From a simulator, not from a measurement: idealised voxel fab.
process module | voxel released beams
cross-section cut | 240 nm wide | cells 5 nm
A cross-section is a grid of square cells, given in bands from the top down. A band is one or more rows of cells.
Each band's line starts with the height of the band's top and of its bottom, in nm. Then come its materials from left to right, each with its width in nm. One material with "throughout" fills the band from edge to edge. "air" is empty space.
Height 0 is the level under which the wafer as received is all one material. The lowest band goes on downwards, as in "0 down".
A width such as "30 to 40" changes by the same amount from each row of cells to the next, from the band's top row to its bottom row.
"no change" after a step means that no cell of the cross-section changed.
closed voids: empty space of 8 cells or more with no open way to the top, each as width x height at its distance from the left edge, in nm
after a step's settings: what the simulator itself notes on the step
overlay nm, on a step with a mask: how far to the right of its planned place the mask lay; to the left if negative
plan
1 op RECEIVE | material Si
2 op CONFORMAL_DEP | material Al2O3 | thk nm 5
3 op DIRECTIONAL_DEP | material SiO2 | thk nm 20
4 op DIRECTIONAL_DEP | material aC | thk nm 15
5 op PATTERN | tone open | mask id ANCHOR | material resist | width nm 45 | thk nm 35 | overlay nm 0
6 op DIRECTIONAL_ETCH | etch materials aC | depth nm 15
7 op STRIP | etch materials resist
8 op DIRECTIONAL_ETCH | etch materials SiO2 | depth nm 20
9 op STRIP | etch materials aC
10 op CONFORMAL_DEP | material polySi | thk nm 15
11 op MASKED_ETCH | tone cover | mask id BEAM | width nm 100 | etch materials polySi | depth nm 15 | overlay nm 0
12 op STRIP | etch materials SiO2
as received, after step 1
  0 down: Si throughout
  closed voids: none
a wafer at the end: this start, this plan, one mistake
  40 to 25: air 65 | polySi 100 | air 75
  25 to 20: Al2O3 throughout
  20 to 0: SiO2 throughout
  0 down: Si throughout
  closed voids: none
what went wrong: steps 2 and 3 were swapped
